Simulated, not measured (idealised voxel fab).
Presented below is a process module, voxel fin reveal.
We display cut, a cross-section 245 nm in width whose square cells are each 5 nm.
A cross-section is a grid of square cells, given in bands from the top down. A band is one or more rows of cells. The entry gives the band's vertical extent as a top height and a bottom height in nm, then its horizontal make-up as materials from left to right, each with a width in nm. "empty" stands for empty space; a single material marked "throughout" fills the band edge to edge. Height is counted from the level 0, under which the received wafer is composed throughout of one material. The lowest of the bands is not closed at the bottom but continues downward, in the notation "0 and below". A width given as "30..40" starts at the first number in the band's top row and ends at the second number in its bottom row, shifting by an equal amount at every step from row to row. "nothing was modified", as given for a step, is the statement that not any cell of the cross-section underwent a change during that step. So "Closed void entries" is basically the list of trapped voids: any empty space of 8 cells or more that can't reach the top through an opening. They're written width x height at distance, the distance being from the left edge, and it's all nm. If you see something after the settings on a step's line, that's the simulator's own remark about that step. What "overlay nm" on a step's line means: if the step has a mask, that mask lay this far to the right of its planned place, or, when the value is negative, to the left.

Steps planned for the process:
- 1: RECEIVE: material Si
- 2: CONFORMAL_DEP: material SiN, thk nm 10
- 3: PATTERN: tone cover, mask id FINS, material resist, width nm 15, pitch nm 40, thk nm 15, overlay nm 0
- 4: DIRECTIONAL_ETCH: etch materials SiN, depth nm 10
- 5: DIRECTIONAL_ETCH: etch materials Si, depth nm 40
- 6: STRIP: etch materials resist
- 7: OXIDIZE: depth nm 5
- 8: FILL_DEP: material SiO2, thk nm 10
- 9: CMP: height nm 10
- 10: SELECTIVE_ETCH: etch materials SiO2, depth nm 35
- 11: STRIP: etch materials SiN
- 12: CONFORMAL_DEP: material HfO2, thk nm 5

Wafer at receipt (post step 1), cross-section:
0 and below = Si throughout
Closed void entries: none

Wafer cross-section at end of module: start and plan as shown above, one execution error:
0 down to -25 = empty (80), Si (5), empty (35), Si (5), empty (35), Si (5), empty (80)
-25 down to -45 = SiO2 (80), Si (5), SiO2 (35), Si (5), SiO2 (35), Si (5), SiO2 (80)
-45 and below = Si throughout
Closed void entries: none
Diagnosis: step 12 of the plan got skipped, so it never ran
